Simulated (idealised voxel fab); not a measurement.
Process module heading - voxel wiring stack
This is section cut - it's 280 nm across, gridded in 5 nm square cells.
Just so we're on the same page, the cross-sections are grids of square cells, and they're listed out in bands top to bottom, each band one or more rows deep.
Top, bottom (nm), then materials left to right with widths (nm); lone material tagged "full width" fills the whole band edge to edge; "blank" = empty space.
Height reference: 0 = level under which incoming wafer is all one material. Lowest band: no bottom, runs on downward, e.g. "top 0, no bottom".
A width given as "30..40" starts at the first number in the band's top row and ends at the second number in its bottom row, shifting by an equal amount at every step from row to row.
Reading "remained the same" for a step: not a cell of the cross-section changed in it.
"Catalogued sealed voids": sealed empty spaces, 8 cells or more, no open way to top, listed width x height at distance, with distance from the left edge and width, height and distance in nm.
It should be noted that, on the line of a given step, the content following the step's settings is a remark produced by the simulator itself with respect to that step.
On any step carrying a mask, the "overlay nm" setting, if present on the step's line, tells how far right of its planned place the mask lay; negative values point to the left.
Intended process steps
1,RECEIVE (material Si)
2,CONFORMAL_DEP (material SiO2; thk nm 10)
3,CONFORMAL_DEP (material SiCN; thk nm 5)
4,DIRECTIONAL_DEP (material lowk; thk nm 25)
5,DIRECTIONAL_DEP (material aC; thk nm 10)
6,PATTERN (tone open; mask id METAL_1; material resist; width nm 30; pitch nm 45; thk nm 30; overlay nm 0)
7,DIRECTIONAL_ETCH (etch materials aC; depth nm 10)
8,STRIP (etch materials resist)
9,DIRECTIONAL_ETCH (etch materials lowk; depth nm 25)
10,DIRECTIONAL_ETCH (etch materials SiCN; depth nm 5)
11,STRIP (etch materials aC)
12,CONFORMAL_DEP (material TiN; thk nm 5)
13,FILL_DEP (material W; thk nm 5)
14,CMP (height nm 40)
15,CONFORMAL_DEP (material SiCN; thk nm 5)
16,DIRECTIONAL_DEP (material SiO2; thk nm 25)
17,DIRECTIONAL_DEP (material aC; thk nm 15)
18,PATTERN (tone open; mask id METAL_2_HOLES; material resist; width nm 15; thk nm 30; overlay nm 0)
19,DIRECTIONAL_ETCH (etch materials aC; depth nm 15)
20,STRIP (etch materials resist)
21,DIRECTIONAL_ETCH (etch materials SiO2; depth nm 25)
22,STRIP (etch materials aC)
23,PATTERN (tone open; mask id METAL_2; material resist; width nm 30; pitch nm 45; thk nm 20; overlay nm 0)
24,DIRECTIONAL_ETCH (etch materials SiO2; depth nm 15)
25,DIRECTIONAL_ETCH (etch materials SiCN; depth nm 5)
26,STRIP (etch materials resist)
27,CONFORMAL_DEP (material TiN; thk nm 5)
28,FILL_DEP (material Cu; thk nm 10)
29,CMP (height nm 70)
30,CONFORMAL_DEP (material SiCN; thk nm 5)
31,DIRECTIONAL_DEP (material SiO2; thk nm 15)
32,MASKED_ETCH (tone open; mask id PLUG_2; width nm 15; pitch nm 45; etch materials SiO2; depth nm 15; overlay nm 0)
33,MASKED_ETCH (tone open; mask id PLUG_2; width nm 15; pitch nm 45; etch materials SiCN; depth nm 5; overlay nm 0)
34,EPI (material Ru; thk nm 10)
35,EPI (material Ru; thk nm 10)
36,DIRECTIONAL_DEP (material TiN; thk nm 5)
37,DIRECTIONAL_DEP (material W; thk nm 20)
38,PATTERN (tone cover; mask id METAL_3; material resist; width nm 30; pitch nm 45; thk nm 15; overlay nm 0)
39,DIRECTIONAL_ETCH (etch materials W; depth nm 20)
40,DIRECTIONAL_ETCH (etch materials TiN; depth nm 5)
41,STRIP (etch materials resist)
42,CONFORMAL_DEP (material SiCN; thk nm 5)
43,FILL_DEP (material SiO2; thk nm 5)
44,CMP (height nm 115)
45,CONFORMAL_DEP (material SiCN; thk nm 5)
46,DIRECTIONAL_DEP (material SiO2; thk nm 10)
47,DIRECTIONAL_DEP (material aC; thk nm 15)
48,PATTERN (tone open; mask id PLUG_3; material resist; width nm 15; thk nm 35; overlay nm 0)
49,DIRECTIONAL_ETCH (etch materials aC; depth nm 15)
50,STRIP (etch materials resist)
51,DIRECTIONAL_ETCH (etch materials SiO2; depth nm 10)
52,DIRECTIONAL_ETCH (etch materials SiCN; depth nm 5)
53,STRIP (etch materials aC)
54,CONFORMAL_DEP (material TiN; thk nm 5)
55,FILL_DEP (material Ru; thk nm 10)
56,CMP (height nm 130)
57,CONFORMAL_DEP (material SiN; thk nm 5)
58,DIRECTIONAL_DEP (material SiO2; thk nm 25)
59,DIRECTIONAL_DEP (material aC; thk nm 10)
60,PATTERN (tone open; mask id METAL_4; material resist; width nm 30; pitch nm 45; thk nm 25; overlay nm 0)
61,DIRECTIONAL_ETCH (etch materials aC; depth nm 10)
62,STRIP (etch materials resist)
63,DIRECTIONAL_ETCH (etch materials SiO2; depth nm 25)
64,DIRECTIONAL_ETCH (etch materials SiN; depth nm 5)
65,STRIP (etch materials aC)
66,CONFORMAL_DEP (material TiN; thk nm 5)
67,FILL_DEP (material Cu; thk nm 5)
68,CMP (height nm 160)
69,CONFORMAL_DEP (material SiN; thk nm 5)
Received-state cross-section, reflecting completion of step 1
    top 0, no bottom | Si full width
    Catalogued sealed voids: none
Cross-section taken at module completion on the first of two wafers; processed per the plan
    top 165, bottom 160 | SiN full width
    top 160, bottom 135 | 100 nm SiO2  5 nm TiN  20 nm Cu  5 nm TiN  15 nm SiO2  5 nm TiN  20 nm Cu  5 nm TiN  105 nm SiO2
    top 135, bottom 130 | 100 nm SiN  30 nm TiN  15 nm SiN  30 nm TiN  105 nm SiN
    top 130, bottom 120 | 100 nm SiO2  5 nm TiN  5 nm Ru  5 nm TiN  165 nm SiO2
    top 120, bottom 115 | 100 nm SiCN  15 nm TiN  165 nm SiCN
    top 115, bottom 95 | 95 nm SiO2  5 nm SiCN  30 nm W  5 nm SiCN  5 nm SiO2  5 nm SiCN  30 nm W  5 nm SiCN  100 nm SiO2
    top 95, bottom 90 | 100 nm SiCN  30 nm TiN  15 nm SiCN  30 nm TiN  105 nm SiCN
    top 90, bottom 75 | 100 nm SiO2  15 nm Ru  30 nm SiO2  15 nm Ru  120 nm SiO2
    top 75, bottom 70 | 100 nm SiCN  15 nm Ru  30 nm SiCN  15 nm Ru  120 nm SiCN
    top 70, bottom 60 | 100 nm SiO2  5 nm TiN  20 nm Cu  5 nm TiN  15 nm SiO2  5 nm TiN  20 nm Cu  5 nm TiN  105 nm SiO2
    top 60, bottom 55 | 100 nm SiO2  5 nm TiN  5 nm Cu  20 nm TiN  15 nm SiO2  30 nm TiN  105 nm SiO2
    top 55, bottom 45 | 100 nm SiO2  5 nm TiN  5 nm Cu  5 nm TiN  165 nm SiO2
    top 45, bottom 40 | 100 nm SiCN  15 nm TiN  165 nm SiCN
    top 40, bottom 15 | 100 nm lowk  5 nm TiN  20 nm W  5 nm TiN  15 nm lowk  5 nm TiN  20 nm W  5 nm TiN  105 nm lowk
    top 15, bottom 10 | 100 nm SiCN  30 nm TiN  15 nm SiCN  30 nm TiN  105 nm SiCN
    top 10, bottom 0 | SiO2 full width
    top 0, no bottom | Si full width
    Catalogued sealed voids: none
second wafer at the end: like start, like plan, one mistake
    top 165, bottom 160 | SiN full width
    top 160, bottom 135 | 100 nm SiO2  5 nm TiN  20 nm Cu  5 nm TiN  15 nm SiO2  5 nm TiN  20 nm Cu  5 nm TiN  105 nm SiO2
    top 135, bottom 130 | 100 nm SiN  30 nm TiN  15 nm SiN  30 nm TiN  105 nm SiN
    top 130, bottom 120 | 100 nm SiO2  5 nm TiN  5 nm Ru  5 nm TiN  165 nm SiO2
    top 120, bottom 115 | 100 nm SiCN  15 nm TiN  165 nm SiCN
    top 115, bottom 110 | 95 nm SiO2  5 nm SiCN  30 nm W  5 nm SiCN  5 nm SiO2  5 nm SiCN  30 nm W  5 nm SiCN  100 nm SiO2
    top 110, bottom 105 | 100 nm SiCN  15 nm W  15 nm TiN  15 nm SiCN  15 nm W  15 nm TiN  105 nm SiCN
    top 105, bottom 95 | 100 nm SiO2  15 nm W  30 nm SiO2  15 nm W  120 nm SiO2
    top 95, bottom 90 | 100 nm SiO2  15 nm TiN  30 nm SiO2  15 nm TiN  120 nm SiO2
    top 90, bottom 75 | SiO2 full width
    top 75, bottom 70 | SiCN full width
    top 70, bottom 60 | 100 nm SiO2  5 nm TiN  20 nm Cu  5 nm TiN  15 nm SiO2  5 nm TiN  20 nm Cu  5 nm TiN  105 nm SiO2
    top 60, bottom 55 | 100 nm SiO2  5 nm TiN  5 nm Cu  20 nm TiN  15 nm SiO2  30 nm TiN  105 nm SiO2
    top 55, bottom 45 | 100 nm SiO2  5 nm TiN  5 nm Cu  5 nm TiN  165 nm SiO2
    top 45, bottom 40 | 100 nm SiCN  15 nm TiN  165 nm SiCN
    top 40, bottom 15 | 100 nm lowk  5 nm TiN  20 nm W  5 nm TiN  15 nm lowk  5 nm TiN  20 nm W  5 nm TiN  105 nm lowk
    top 15, bottom 10 | 100 nm SiCN  30 nm TiN  15 nm SiCN  30 nm TiN  105 nm SiCN
    top 10, bottom 0 | SiO2 full width
    top 0, no bottom | Si full width
    Catalogued sealed voids: none
what went wrong: step 31, plan: ran twice
Once processing is complete, comparing cell counts shows that the second wafer has more or fewer of certain materials than the first: Ru: 24 fewer | SiCN: 6 fewer | SiO2: 48 more | W: 18 fewer
